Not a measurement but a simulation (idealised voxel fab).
Documented hereafter: the process module known as voxel transistor to metal.
The figure presents cross-section cut, which has a width of 180 nm and is divided into square cells with an edge length of 5 nm.
When this document writes out a cross-section, it uses a grid of square cells and lists it as bands, beginning at the top and moving down, with a band standing for one or more rows of cells. What a band's entry tells you: where the top is and where the bottom is, as heights in nm, and after that what lies inside, material by material from left to right, each with its width in nm. Empty space is written as the word "blank", and a single material marked with the word "everywhere" occupies the band from edge to edge. Where do heights start? At 0: under that level the wafer as delivered is made of one material only. And the lowest band has no floor; it just carries on downward, as in "0 and below". A two-number width, for instance "30 to 40", indicates that the width is equal to the first number in the top row of the band and to the second number in the bottom row, and that it changes by a constant amount per row of cells. Step note "everything unchanged" = no cross-section cell changed. In "Internal closed voids" the enclosed voids are listed, meaning empty spaces of 8 cells or larger without any opening to the top. The form is width x height at distance, distance from the left edge, units nm. Formally, on a step line, whatever follows the settings is a remark that the simulator itself makes on the step. You can add "overlay nm" to a step's line. For a step with a mask, it describes how far the mask lay to the right of its planned position, and a negative number describes a lay to the left. Each pair below shows a cross-section before one step and the cross-section after it, down to the lowest band that changed. The line under each pair gives the step between them, with its settings. The pairs can come from different runs of this module on the same starting wafer, so a pair continues from the pair above only where its "Snapshot before" says so.

Snapshot before
    75 down to 50  40 nm lowk, 15 nm blank, 65 nm lowk, 15 nm blank, 45 nm lowk
    50 down to 45  40 nm SiCN, 15 nm blank, 65 nm SiCN, 15 nm blank, 45 nm SiCN
    45 down to 35  40 nm SiO2, 5 nm TiN, 20 nm W, 5 nm TiN, 35 nm SiO2, 5 nm TiN, 20 nm W, 5 nm TiN, 45 nm SiO2
    35 down to 30  40 nm SiO2, 5 nm TiN, 15 nm W, 10 nm TiN, 35 nm SiO2, 10 nm TiN, 15 nm W, 5 nm TiN, 45 nm SiO2
    30 down to 20  40 nm SiO2, 5 nm TiN, 15 nm W, 5 nm TiN, 10 nm SiN, 25 nm SiCN, 10 nm SiN, 5 nm TiN, 15 nm W, 5 nm TiN, 45 nm SiO2
    20 down to 10  40 nm SiO2, 5 nm TiN, 15 nm W, 5 nm TiN, 10 nm SiN, 25 nm polySi, 10 nm SiN, 5 nm TiN, 15 nm W, 5 nm TiN, 45 nm SiO2
    10 down to 5  40 nm SiO2, 25 nm TiN, 10 nm SiN, 25 nm polySi, 10 nm SiN, 25 nm TiN, 45 nm SiO2
    5 down to 0  35 nm SiO2, 10 nm SiN, 20 nm nSi, 10 nm SiN, 25 nm polySi, 10 nm SiN, 20 nm nSi, 10 nm SiN, 40 nm SiO2
    0 down to -5  45 nm SiO2, 20 nm nSi, 45 nm SiO2, 20 nm nSi, 50 nm SiO2
    -5 down to -15  35 nm SiO2, 10 nm Si, 20 nm nSi, 45 nm Si, 20 nm nSi, 10 nm Si, 40 nm SiO2
    -15 down to -35  35 nm SiO2, 105 nm Si, 40 nm SiO2
    -35 and below  Si everywhere
    Internal closed voids: none

Section, Post-Step
    80 down to 75  45 nm TiN, 5 nm blank, 75 nm TiN, 5 nm blank, 50 nm TiN
    75 down to 50  40 nm lowk, 5 nm TiN, 5 nm blank, 5 nm TiN, 65 nm lowk, 5 nm TiN, 5 nm blank, 5 nm TiN, 45 nm lowk
    50 down to 45  40 nm SiCN, 15 nm TiN, 65 nm SiCN, 15 nm TiN, 45 nm SiCN
    below 45: unchanged
    Internal closed voids: none
Step lying between the two cross-sections just above: CONFORMAL_DEP (material TiN; thk nm 5)

Snapshot before: This step starts from the configuration shown after the step in the pair immediately above.

Section, Post-Step
    90 down to 80  W everywhere
    80 down to 75  45 nm TiN, 5 nm W, 75 nm TiN, 5 nm W, 50 nm TiN
    75 down to 50  40 nm lowk, 5 nm TiN, 5 nm W, 5 nm TiN, 65 nm lowk, 5 nm TiN, 5 nm W, 5 nm TiN, 45 nm lowk
    below 50: unchanged
    Internal closed voids: none
Step lying between the two cross-sections just above: FILL_DEP (material W; thk nm 10)

Snapshot before: This step starts from the configuration shown after the step in the pair immediately above.

Section, Post-Step
    75 down to 50  40 nm lowk, 5 nm TiN, 5 nm W, 5 nm TiN, 65 nm lowk, 5 nm TiN, 5 nm W, 5 nm TiN, 45 nm lowk
    below 50: unchanged
    Internal closed voids: none
Step lying between the two cross-sections just above: CMP (height nm 75)

Snapshot before: This step starts from the configuration shown after the step in the pair immediately above.

Section, Post-Step
    80 down to 75  SiCN everywhere
    below 75: unchanged
    Internal closed voids: none
Step lying between the two cross-sections just above: CONFORMAL_DEP (material SiCN; thk nm 5)

Snapshot before: This step starts from the configuration shown after the step in the pair immediately above.

Section, Post-Step
    115 down to 80  SiO2 everywhere
    below 80: unchanged
    Internal closed voids: none
Step lying between the two cross-sections just above: DIRECTIONAL_DEP (material SiO2; thk nm 35)

Snapshot before: This step starts from the configuration shown after the step in the pair immediately above.

Section, Post-Step
    115 down to 95  40 nm SiO2, 15 nm blank, 65 nm SiO2, 15 nm blank, 45 nm SiO2
    below 95: unchanged
    Internal closed voids: none
Step lying between the two cross-sections just above: MASKED_ETCH (tone open; mask id METAL_2; width nm 15; pitch nm 80; etch materials SiO2; depth nm 20; overlay nm 0)

Snapshot before: This step starts from the configuration shown after the step in the pair immediately above.

Section, Post-Step
    125 down to 115  40 nm aC, 15 nm blank, 65 nm aC, 15 nm blank, 45 nm aC
    115 down to 105  40 nm SiO2, 15 nm blank, 65 nm SiO2, 15 nm blank, 45 nm SiO2
    105 down to 95  40 nm SiO2, 15 nm aC, 65 nm SiO2, 15 nm aC, 45 nm SiO2
    below 95: unchanged
    Internal closed voids: none
Step lying between the two cross-sections just above: DIRECTIONAL_DEP (material aC; thk nm 10)

Snapshot before: This step starts from the configuration shown after the step in the pair immediately above.

Section, Post-Step
    150 down to 125  40 nm resist, 15 nm blank, 65 nm resist, 15 nm blank, 45 nm resist
    below 125: unchanged
    Internal closed voids: none
Step lying between the two cross-sections just above: PATTERN (tone open; mask id METAL_2_HOLES; material resist; width nm 15; pitch nm 80; thk nm 25; overlay nm 0)

Snapshot before: This step starts from the configuration shown after the step in the pair immediately above.

Section, Post-Step
    140 down to 125  40 nm resist, 15 nm blank, 65 nm resist, 15 nm blank, 45 nm resist
    125 down to 115  40 nm aC, 15 nm blank, 65 nm aC, 15 nm blank, 45 nm aC
    115 down to 95  40 nm SiO2, 15 nm blank, 65 nm SiO2, 15 nm blank, 45 nm SiO2
    below 95: unchanged
    Internal closed voids: none
Step lying between the two cross-sections just above: DIRECTIONAL_ETCH (etch materials aC; depth nm 10)

Snapshot before: This step starts from the configuration shown after the step in the pair immediately above.

Section, Post-Step
    125 down to 115  40 nm aC, 15 nm blank, 65 nm aC, 15 nm blank, 45 nm aC
    below 115: unchanged
    Internal closed voids: none
Step lying between the two cross-sections just above: STRIP (etch materials resist)

Snapshot before: This step starts from the configuration shown after the step in the pair immediately above.

Section, Post-Step
    125 down to 115  40 nm aC, 15 nm blank, 65 nm aC, 15 nm blank, 45 nm aC
    115 down to 80  40 nm SiO2, 15 nm blank, 65 nm SiO2, 15 nm blank, 45 nm SiO2
    below 80: unchanged
    Internal closed voids: none
Step lying between the two cross-sections just above: DIRECTIONAL_ETCH (etch materials SiO2; depth nm 15)

Snapshot before: This step starts from the configuration shown after the step in the pair immediately above.

Section, Post-Step
    125 down to 115  40 nm aC, 15 nm blank, 65 nm aC, 15 nm blank, 45 nm aC
    115 down to 80  40 nm SiO2, 15 nm blank, 65 nm SiO2, 15 nm blank, 45 nm SiO2
    80 down to 75  40 nm SiCN, 15 nm blank, 65 nm SiCN, 15 nm blank, 45 nm SiCN
    below 75: unchanged
    Internal closed voids: none
Step lying between the two cross-sections just above: DIRECTIONAL_ETCH (etch materials SiCN; depth nm 5)

Snapshot before: This step starts from the configuration shown after the step in the pair immediately above.

Section, Post-Step
    115 down to 80  40 nm SiO2, 15 nm blank, 65 nm SiO2, 15 nm blank, 45 nm SiO2
    below 80: unchanged
    Internal closed voids: none
Step lying between the two cross-sections just above: STRIP (etch materials aC)

Snapshot before: This step starts from the configuration shown after the step in the pair immediately above.

Section, Post-Step
    120 down to 115  45 nm TiN, 5 nm blank, 75 nm TiN, 5 nm blank, 50 nm TiN
    115 down to 80  40 nm SiO2, 5 nm TiN, 5 nm blank, 5 nm TiN, 65 nm SiO2, 5 nm TiN, 5 nm blank, 5 nm TiN, 45 nm SiO2
    80 down to 75  40 nm SiCN, 15 nm TiN, 65 nm SiCN, 15 nm TiN, 45 nm SiCN
    below 75: unchanged
    Internal closed voids: none
Step lying between the two cross-sections just above: CONFORMAL_DEP (material TiN; thk nm 5)

Snapshot before: This step starts from the configuration shown after the step in the pair immediately above.

Section, Post-Step
    130 down to 120  Cu everywhere
    120 down to 115  45 nm TiN, 5 nm Cu, 75 nm TiN, 5 nm Cu, 50 nm TiN
    115 down to 80  40 nm SiO2, 5 nm TiN, 5 nm Cu, 5 nm TiN, 65 nm SiO2, 5 nm TiN, 5 nm Cu, 5 nm TiN, 45 nm SiO2
    below 80: unchanged
    Internal closed voids: none
Step lying between the two cross-sections just above: FILL_DEP (material Cu; thk nm 10)

Snapshot before: This step starts from the configuration shown after the step in the pair immediately above.

Section, Post-Step
    115 down to 80  40 nm SiO2, 5 nm TiN, 5 nm Cu, 5 nm TiN, 65 nm SiO2, 5 nm TiN, 5 nm Cu, 5 nm TiN, 45 nm SiO2
    below 80: unchanged
    Internal closed voids: none
Step lying between the two cross-sections just above: CMP (height nm 115)

Snapshot before: This step starts from the configuration shown after the step in the pair immediately above.

Section, Post-Step
    120 down to 115  SiCN everywhere
    below 115: unchanged
    Internal closed voids: none
Step lying between the two cross-sections just above: CONFORMAL_DEP (material SiCN; thk nm 5)

Snapshot before
    15 down to 5  SiN everywhere
    5 down to 0  SiO2 everywhere
    0 and below  Si everywhere
    Internal closed voids: none

Section, Post-Step
    15 down to 5  30 nm blank, 105 nm SiN, 45 nm blank
    below 5: unchanged
    Internal closed voids: none
Step lying between the two cross-sections just above: MASKED_ETCH (tone cover; mask id ACTIVE; width nm 105; etch materials SiN; depth nm 10; overlay nm -5)

Snapshot before: This step starts from the configuration shown after the step in the pair immediately above.

Section, Post-Step
    15 down to 5  30 nm blank, 105 nm SiN, 45 nm blank
    5 down to 0  30 nm blank, 110 nm SiO2, 40 nm blank
    below 0: unchanged
    Internal closed voids: none
Step lying between the two cross-sections just above: MASKED_ETCH (tone cover; mask id ACTIVE; width nm 105; etch materials SiO2; depth nm 5; overlay nm 0)

Snapshot before: This step starts from the configuration shown after the step in the pair immediately above.

Section, Post-Step
    15 down to 5  30 nm blank, 105 nm SiN, 45 nm blank
    5 down to 0  30 nm blank, 110 nm SiO2, 40 nm blank
    0 down to -35  30 nm blank, 110 nm Si, 40 nm blank
    below -35: unchanged
    Internal closed voids: none
Step lying between the two cross-sections just above: MASKED_ETCH (tone cover; mask id ACTIVE; width nm 105; etch materials Si; depth nm 35; overlay nm 0)

Snapshot before: This step starts from the configuration shown after the step in the pair immediately above.

Section, Post-Step
    30 down to 15  SiO2 everywhere
    15 down to 5  30 nm SiO2, 105 nm SiN, 45 nm SiO2
    5 down to 0  SiO2 everywhere
    0 down to -35  30 nm SiO2, 110 nm Si, 40 nm SiO2
    below -35: unchanged
    Internal closed voids: none
Step lying between the two cross-sections just above: FILL_DEP (material SiO2; thk nm 15)

Snapshot before: This step starts from the configuration shown after the step in the pair immediately above.

Section, Post-Step
    15 down to 5  30 nm SiO2, 105 nm SiN, 45 nm SiO2
    below 5: unchanged
    Internal closed voids: none
Step lying between the two cross-sections just above: CMP (height nm 15)

Snapshot before: This step starts from the configuration shown after the step in the pair immediately above.

Section, Post-Step
    15 down to 10  30 nm blank, 105 nm SiN, 45 nm blank
    below 10: unchanged
    Internal closed voids: none
Step lying between the two cross-sections just above: SELECTIVE_ETCH (etch materials SiO2; depth nm 5)

Snapshot before: This step starts from the configuration shown after the step in the pair immediately above.

Section, Post-Step
    10 down to 5  30 nm SiO2, 105 nm blank, 45 nm SiO2
    below 5: unchanged
    Internal closed voids: none
Step lying between the two cross-sections just above: STRIP (etch materials SiN)

Snapshot before: This step starts from the configuration shown after the step in the pair immediately above.

Section, Post-Step
    5 down to 0  25 nm SiO2, 115 nm blank, 40 nm SiO2
    below 0: unchanged
    Internal closed voids: none
Step lying between the two cross-sections just above: SELECTIVE_ETCH (etch materials SiO2; depth nm 5)

Snapshot before: This step starts from the configuration shown after the step in the pair immediately above.

Section, Post-Step
    5 down to 0  25 nm SiO2, 115 nm blank, 40 nm SiO2
    0 down to -5  SiO2 everywhere
    below -5: unchanged
    Internal closed voids: none
Step lying between the two cross-sections just above: OXIDIZE (depth nm 5)

Snapshot before: This step starts from the configuration shown after the step in the pair immediately above.

Section, Post-Step
    25 down to 20  25 nm polySi, 115 nm blank, 40 nm polySi
    20 down to 5  polySi everywhere
    5 down to 0  25 nm SiO2, 115 nm polySi, 40 nm SiO2
    below 0: unchanged
    Internal closed voids: none
Step lying between the two cross-sections just above: DIRECTIONAL_DEP (material polySi; thk nm 20)

Snapshot before: This step starts from the configuration shown after the step in the pair immediately above.

Section, Post-Step
    35 down to 30  25 nm SiCN, 115 nm blank, 40 nm SiCN
    30 down to 25  SiCN everywhere
    25 down to 20  25 nm polySi, 115 nm SiCN, 40 nm polySi
    below 20: unchanged
    Internal closed voids: none
Step lying between the two cross-sections just above: DIRECTIONAL_DEP (material SiCN; thk nm 10)

Snapshot before: This step starts from the configuration shown after the step in the pair immediately above.

Section, Post-Step
    30 down to 25  75 nm blank, 25 nm SiCN, 80 nm blank
    25 down to 20  25 nm polySi, 50 nm blank, 25 nm SiCN, 40 nm blank, 40 nm polySi
    below 20: unchanged
    Internal closed voids: none
Step lying between the two cross-sections just above: MASKED_ETCH (tone cover; mask id GATE; width nm 25; etch materials SiCN; depth nm 20; overlay nm 0)

Snapshot before: This step starts from the configuration shown after the step in the pair immediately above.

Section, Post-Step
    30 down to 20  75 nm blank, 25 nm SiCN, 80 nm blank
    20 down to 5  75 nm blank, 25 nm polySi, 80 nm blank
    5 down to 0  25 nm SiO2, 50 nm blank, 25 nm polySi, 40 nm blank, 40 nm SiO2
    below 0: unchanged
    Internal closed voids: none
Step lying between the two cross-sections just above: MASKED_ETCH (tone cover; mask id GATE; width nm 25; etch materials polySi; depth nm 30; overlay nm 0)

Snapshot before: This step starts from the configuration shown after the step in the pair immediately above.

Section, Post-Step
    40 down to 30  65 nm blank, 45 nm SiN, 70 nm blank
    30 down to 20  65 nm blank, 10 nm SiN, 25 nm SiCN, 10 nm SiN, 70 nm blank
    20 down to 15  65 nm blank, 10 nm SiN, 25 nm polySi, 10 nm SiN, 70 nm blank
    15 down to 10  35 nm SiN, 30 nm blank, 10 nm SiN, 25 nm polySi, 10 nm SiN, 20 nm blank, 50 nm SiN
    10 down to 5  75 nm SiN, 25 nm polySi, 80 nm SiN
    5 down to 0  25 nm SiO2, 50 nm SiN, 25 nm polySi, 40 nm SiN, 40 nm SiO2
    below 0: unchanged
    Internal closed voids: none
Step lying between the two cross-sections just above: CONFORMAL_DEP (material SiN; thk nm 10)

Snapshot before: This step starts from the configuration shown after the step in the pair immediately above.

Section, Post-Step
    30 down to 20  65 nm blank, 10 nm SiN, 25 nm SiCN, 10 nm SiN, 70 nm blank
    20 down to 5  65 nm blank, 10 nm SiN, 25 nm polySi, 10 nm SiN, 70 nm blank
    5 down to 0  25 nm SiO2, 10 nm SiN, 30 nm blank, 10 nm SiN, 25 nm polySi, 10 nm SiN, 20 nm blank, 10 nm SiN, 40 nm SiO2
    below 0: unchanged
    Internal closed voids: none
Step lying between the two cross-sections just above: DIRECTIONAL_ETCH (etch materials SiN; depth nm 10)

Snapshot before: This step starts from the configuration shown after the step in the pair immediately above.

Section, Post-Step
    30 down to 20  65 nm blank, 10 nm SiN, 25 nm SiCN, 10 nm SiN, 70 nm blank
    20 down to 5  65 nm blank, 10 nm SiN, 25 nm polySi, 10 nm SiN, 70 nm blank
    5 down to 0  25 nm blank, 10 nm SiN, 30 nm blank, 10 nm SiN, 25 nm polySi, 10 nm SiN, 20 nm blank, 10 nm SiN, 40 nm blank
    0 down to -5  35 nm SiO2, 30 nm blank, 45 nm SiO2, 20 nm blank, 50 nm SiO2
    below -5: unchanged
    Internal closed voids: none
Step lying between the two cross-sections just above: DIRECTIONAL_ETCH (etch materials SiO2; depth nm 5)

Snapshot before: This step starts from the configuration shown after the step in the pair immediately above.

Section, Post-Step
    30 down to 20  65 nm blank, 10 nm SiN, 25 nm SiCN, 10 nm SiN, 70 nm blank
    20 down to 5  65 nm blank, 10 nm SiN, 25 nm polySi, 10 nm SiN, 70 nm blank
    5 down to 0  25 nm blank, 10 nm SiN, 30 nm blank, 10 nm SiN, 25 nm polySi, 10 nm SiN, 20 nm blank, 10 nm SiN, 40 nm blank
    0 down to -5  35 nm SiO2, 30 nm blank, 45 nm SiO2, 20 nm blank, 50 nm SiO2
    -5 down to -15  30 nm SiO2, 5 nm Si, 30 nm blank, 45 nm Si, 20 nm blank, 10 nm Si, 40 nm SiO2
    below -15: unchanged
    Internal closed voids: none
Step lying between the two cross-sections just above: DIRECTIONAL_ETCH (etch materials Si; depth nm 10)

Snapshot before: This step starts from the configuration shown after the step in the pair immediately above.

Section, Post-Step
    30 down to 20  65 nm blank, 10 nm SiN, 25 nm SiCN, 10 nm SiN, 70 nm blank
    20 down to 5  65 nm blank, 10 nm SiN, 25 nm polySi, 10 nm SiN, 70 nm blank
    5 down to 0  25 nm blank, 10 nm SiN, 10 nm nSi, 10 nm blank, 10 nm nSi, 10 nm SiN, 25 nm polySi, 10 nm SiN, 20 nm nSi, 10 nm SiN, 40 nm blank
    0 down to -5  35 nm SiO2, 10 nm nSi, 10 nm blank, 10 nm nSi, 45 nm SiO2, 20 nm nSi, 50 nm SiO2
    -5 down to -15  30 nm SiO2, 5 nm Si, 30 nm nSi, 45 nm Si, 20 nm nSi, 10 nm Si, 40 nm SiO2
    below -15: unchanged
    Internal closed voids: none
Step lying between the two cross-sections just above: EPI (material nSi; thk nm 10)

Snapshot before: This step starts from the configuration shown after the step in the pair immediately above.

Section, Post-Step
    35 down to 30  SiO2 everywhere
    30 down to 20  65 nm SiO2, 10 nm SiN, 25 nm SiCN, 10 nm SiN, 70 nm SiO2
    20 down to 5  65 nm SiO2, 10 nm SiN, 25 nm polySi, 10 nm SiN, 70 nm SiO2
    5 down to 0  25 nm SiO2, 10 nm SiN, 10 nm nSi, 10 nm SiO2, 10 nm nSi, 10 nm SiN, 25 nm polySi, 10 nm SiN, 20 nm nSi, 10 nm SiN, 40 nm SiO2
    0 down to -5  35 nm SiO2, 10 nm nSi, 10 nm SiO2, 10 nm nSi, 45 nm SiO2, 20 nm nSi, 50 nm SiO2
    below -5: unchanged
    Internal closed voids: none
Step lying between the two cross-sections just above: FILL_DEP (material SiO2; thk nm 5)

Snapshot before: This step starts from the configuration shown after the step in the pair immediately above.

Section, Post-Step
    30 down to 20  65 nm SiO2, 10 nm SiN, 25 nm SiCN, 10 nm SiN, 70 nm SiO2
    below 20: unchanged
    Internal closed voids: none
Step lying between the two cross-sections just above: CMP (height nm 30)

Snapshot before: This step starts from the configuration shown after the step in the pair immediately above.

Section, Post-Step
    45 down to 30  SiO2 everywhere
    below 30: unchanged
    Internal closed voids: none
Step lying between the two cross-sections just above: DIRECTIONAL_DEP (material SiO2; thk nm 15)

Snapshot before: This step starts from the configuration shown after the step in the pair immediately above.

Section, Post-Step
    60 down to 45  40 nm resist, 30 nm blank, 35 nm resist, 30 nm blank, 45 nm resist
    below 45: unchanged
    Internal closed voids: none
Step lying between the two cross-sections just above: PATTERN (tone open; mask id CONTACT; material resist; width nm 30; pitch nm 65; thk nm 15; overlay nm 0)

Snapshot before: This step starts from the configuration shown after the step in the pair immediately above.

Section, Post-Step
    60 down to 45  40 nm resist, 30 nm blank, 35 nm resist, 30 nm blank, 45 nm resist
    45 down to 30  40 nm SiO2, 30 nm blank, 35 nm SiO2, 30 nm blank, 45 nm SiO2
    30 down to 20  40 nm SiO2, 25 nm blank, 10 nm SiN, 25 nm SiCN, 10 nm SiN, 25 nm blank, 45 nm SiO2
    20 down to 5  40 nm SiO2, 25 nm blank, 10 nm SiN, 25 nm polySi, 10 nm SiN, 25 nm blank, 45 nm SiO2
    5 down to 0  25 nm SiO2, 10 nm SiN, 10 nm nSi, 10 nm blank, 10 nm nSi, 10 nm SiN, 25 nm polySi, 10 nm SiN, 20 nm nSi, 10 nm SiN, 40 nm SiO2
    0 down to -5  35 nm SiO2, 10 nm nSi, 10 nm blank, 10 nm nSi, 45 nm SiO2, 20 nm nSi, 50 nm SiO2
    below -5: unchanged
    Internal closed voids: none
Step lying between the two cross-sections just above: DIRECTIONAL_ETCH (etch materials SiO2; depth nm 50)

Snapshot before: This step starts from the configuration shown after the step in the pair immediately above.

Section, Post-Step
    45 down to 30  40 nm SiO2, 30 nm blank, 35 nm SiO2, 30 nm blank, 45 nm SiO2
    below 30: unchanged
    Internal closed voids: none
Step lying between the two cross-sections just above: STRIP (etch materials resist)

Snapshot before: This step starts from the configuration shown after the step in the pair immediately above.

Section, Post-Step
    50 down to 45  45 nm TiN, 20 nm blank, 45 nm TiN, 20 nm blank, 50 nm TiN
    45 down to 35  40 nm SiO2, 5 nm TiN, 20 nm blank, 5 nm TiN, 35 nm SiO2, 5 nm TiN, 20 nm blank, 5 nm TiN, 45 nm SiO2
    35 down to 30  40 nm SiO2, 5 nm TiN, 15 nm blank, 10 nm TiN, 35 nm SiO2, 10 nm TiN, 15 nm blank, 5 nm TiN, 45 nm SiO2
    30 down to 20  40 nm SiO2, 5 nm TiN, 15 nm blank, 5 nm TiN, 10 nm SiN, 25 nm SiCN, 10 nm SiN, 5 nm TiN, 15 nm blank, 5 nm TiN, 45 nm SiO2
    20 down to 10  40 nm SiO2, 5 nm TiN, 15 nm blank, 5 nm TiN, 10 nm SiN, 25 nm polySi, 10 nm SiN, 5 nm TiN, 15 nm blank, 5 nm TiN, 45 nm SiO2
    10 down to 5  40 nm SiO2, 25 nm TiN, 10 nm SiN, 25 nm polySi, 10 nm SiN, 25 nm TiN, 45 nm SiO2
    5 down to 0  25 nm SiO2, 10 nm SiN, 10 nm nSi, 10 nm TiN, 10 nm nSi, 10 nm SiN, 25 nm polySi, 10 nm SiN, 20 nm nSi, 10 nm SiN, 40 nm SiO2
    0 down to -5  35 nm SiO2, 10 nm nSi, 10 nm TiN, 10 nm nSi, 45 nm SiO2, 20 nm nSi, 50 nm SiO2
    below -5: unchanged
    Internal closed voids: none
Step lying between the two cross-sections just above: CONFORMAL_DEP (material TiN; thk nm 5)

Snapshot before: This step starts from the configuration shown after the step in the pair immediately above.

Section, Post-Step
    55 down to 50  W everywhere
    50 down to 45  45 nm TiN, 20 nm W, 45 nm TiN, 20 nm W, 50 nm TiN
    45 down to 35  40 nm SiO2, 5 nm TiN, 20 nm W, 5 nm TiN, 35 nm SiO2, 5 nm TiN, 20 nm W, 5 nm TiN, 45 nm SiO2
    35 down to 30  40 nm SiO2, 5 nm TiN, 15 nm W, 10 nm TiN, 35 nm SiO2, 10 nm TiN, 15 nm W, 5 nm TiN, 45 nm SiO2
    30 down to 20  40 nm SiO2, 5 nm TiN, 15 nm W, 5 nm TiN, 10 nm SiN, 25 nm SiCN, 10 nm SiN, 5 nm TiN, 15 nm W, 5 nm TiN, 45 nm SiO2
    20 down to 10  40 nm SiO2, 5 nm TiN, 15 nm W, 5 nm TiN, 10 nm SiN, 25 nm polySi, 10 nm SiN, 5 nm TiN, 15 nm W, 5 nm TiN, 45 nm SiO2
    below 10: unchanged
    Internal closed voids: none
Step lying between the two cross-sections just above: FILL_DEP (material W; thk nm 5)

Snapshot before: This step starts from the configuration shown after the step in the pair immediately above.

Section, Post-Step
    45 down to 35  40 nm SiO2, 5 nm TiN, 20 nm W, 5 nm TiN, 35 nm SiO2, 5 nm TiN, 20 nm W, 5 nm TiN, 45 nm SiO2
    below 35: unchanged
    Internal closed voids: none
Step lying between the two cross-sections just above: CMP (height nm 45)

Snapshot before: This step starts from the configuration shown after the step in the pair immediately above.

Section, Post-Step
    50 down to 45  SiCN everywhere
    below 45: unchanged
    Internal closed voids: none
Step lying between the two cross-sections just above: CONFORMAL_DEP (material SiCN; thk nm 5)

Snapshot before: This step starts from the configuration shown after the step in the pair immediately above.

Section, Post-Step
    75 down to 50  lowk everywhere
    below 50: unchanged
    Internal closed voids: none
Step lying between the two cross-sections just above: DIRECTIONAL_DEP (material lowk; thk nm 25)

Snapshot before: This step starts from the configuration shown after the step in the pair immediately above.

Section, Post-Step
    95 down to 75  40 nm resist, 15 nm blank, 65 nm resist, 15 nm blank, 45 nm resist
    below 75: unchanged
    Internal closed voids: none
Step lying between the two cross-sections just above: PATTERN (tone open; mask id METAL_1; material resist; width nm 15; pitch nm 80; thk nm 20; overlay nm 0)

Snapshot before: This step starts from the configuration shown after the step in the pair immediately above.

Section, Post-Step
    95 down to 75  40 nm resist, 15 nm blank, 65 nm resist, 15 nm blank, 45 nm resist
    75 down to 50  40 nm lowk, 15 nm blank, 65 nm lowk, 15 nm blank, 45 nm lowk
    below 50: unchanged
    Internal closed voids: none
Step lying between the two cross-sections just above: DIRECTIONAL_ETCH (etch materials lowk; depth nm 25)

Snapshot before: This step starts from the configuration shown after the step in the pair immediately above.

Section, Post-Step
    95 down to 75  40 nm resist, 15 nm blank, 65 nm resist, 15 nm blank, 45 nm resist
    75 down to 50  40 nm lowk, 15 nm blank, 65 nm lowk, 15 nm blank, 45 nm lowk
    50 down to 45  40 nm SiCN, 15 nm blank, 65 nm SiCN, 15 nm blank, 45 nm SiCN
    below 45: unchanged
    Internal closed voids: none
Step lying between the two cross-sections just above: DIRECTIONAL_ETCH (etch materials SiCN; depth nm 5)

Snapshot before: This step starts from the configuration shown after the step in the pair immediately above.

Section, Post-Step
    75 down to 50  40 nm lowk, 15 nm blank, 65 nm lowk, 15 nm blank, 45 nm lowk
    below 50: unchanged
    Internal closed voids: none
Step lying between the two cross-sections just above: STRIP (etch materials resist)

Snapshot before: This step starts from the configuration shown after the step in the pair immediately above.

Section, Post-Step
    80 down to 75  45 nm TiN, 5 nm blank, 75 nm TiN, 5 nm blank, 50 nm TiN
    75 down to 50  40 nm lowk, 5 nm TiN, 5 nm blank, 5 nm TiN, 65 nm lowk, 5 nm TiN, 5 nm blank, 5 nm TiN, 45 nm lowk
    50 down to 45  40 nm SiCN, 15 nm TiN, 65 nm SiCN, 15 nm TiN, 45 nm SiCN
    below 45: unchanged
    Internal closed voids: none
Step lying between the two cross-sections just above: CONFORMAL_DEP (material TiN; thk nm 5)

Snapshot before: This step starts from the configuration shown after the step in the pair immediately above.

Section, Post-Step
    90 down to 80  W everywhere
    80 down to 75  45 nm TiN, 5 nm W, 75 nm TiN, 5 nm W, 50 nm TiN
    75 down to 50  40 nm lowk, 5 nm TiN, 5 nm W, 5 nm TiN, 65 nm lowk, 5 nm TiN, 5 nm W, 5 nm TiN, 45 nm lowk
    below 50: unchanged
    Internal closed voids: none
Step lying between the two cross-sections just above: FILL_DEP (material W; thk nm 10)

Snapshot before: This step starts from the configuration shown after the step in the pair immediately above.

Section, Post-Step
    75 down to 50  40 nm lowk, 5 nm TiN, 5 nm W, 5 nm TiN, 65 nm lowk, 5 nm TiN, 5 nm W, 5 nm TiN, 45 nm lowk
    below 50: unchanged
    Internal closed voids: none
Step lying between the two cross-sections just above: CMP (height nm 75)

Snapshot before: This step starts from the configuration shown after the step in the pair immediately above.

Section, Post-Step
    80 down to 75  SiCN everywhere
    below 75: unchanged
    Internal closed voids: none
Step lying between the two cross-sections just above: CONFORMAL_DEP (material SiCN; thk nm 5)

Snapshot before: This step starts from the configuration shown after the step in the pair immediately above.

Section, Post-Step
    115 down to 80  SiO2 everywhere
    below 80: unchanged
    Internal closed voids: none
Step lying between the two cross-sections just above: DIRECTIONAL_DEP (material SiO2; thk nm 35)

Snapshot before: This step starts from the configuration shown after the step in the pair immediately above.

Section, Post-Step
    115 down to 95  40 nm SiO2, 15 nm blank, 65 nm SiO2, 15 nm blank, 45 nm SiO2
    below 95: unchanged
    Internal closed voids: none
Step lying between the two cross-sections just above: MASKED_ETCH (tone open; mask id METAL_2; width nm 15; pitch nm 80; etch materials SiO2; depth nm 20; overlay nm 0)

Snapshot before: This step starts from the configuration shown after the step in the pair immediately above.

Section, Post-Step
    125 down to 115  40 nm aC, 15 nm blank, 65 nm aC, 15 nm blank, 45 nm aC
    115 down to 105  40 nm SiO2, 15 nm blank, 65 nm SiO2, 15 nm blank, 45 nm SiO2
    105 down to 95  40 nm SiO2, 15 nm aC, 65 nm SiO2, 15 nm aC, 45 nm SiO2
    below 95: unchanged
    Internal closed voids: none
Step lying between the two cross-sections just above: DIRECTIONAL_DEP (material aC; thk nm 10)

Snapshot before: This step starts from the configuration shown after the step in the pair immediately above.

Section, Post-Step
    150 down to 125  40 nm resist, 15 nm blank, 65 nm resist, 15 nm blank, 45 nm resist
    below 125: unchanged
    Internal closed voids: none
Step lying between the two cross-sections just above: PATTERN (tone open; mask id METAL_2_HOLES; material resist; width nm 15; pitch nm 80; thk nm 25; overlay nm 0)

Snapshot before: This step starts from the configuration shown after the step in the pair immediately above.

Section, Post-Step
    140 down to 125  40 nm resist, 15 nm blank, 65 nm resist, 15 nm blank, 45 nm resist
    125 down to 115  40 nm aC, 15 nm blank, 65 nm aC, 15 nm blank, 45 nm aC
    115 down to 95  40 nm SiO2, 15 nm blank, 65 nm SiO2, 15 nm blank, 45 nm SiO2
    below 95: unchanged
    Internal closed voids: none
Step lying between the two cross-sections just above: DIRECTIONAL_ETCH (etch materials aC; depth nm 10)

Snapshot before: This step starts from the configuration shown after the step in the pair immediately above.

Section, Post-Step
    125 down to 115  40 nm aC, 15 nm blank, 65 nm aC, 15 nm blank, 45 nm aC
    below 115: unchanged
    Internal closed voids: none
Step lying between the two cross-sections just above: STRIP (etch materials resist)
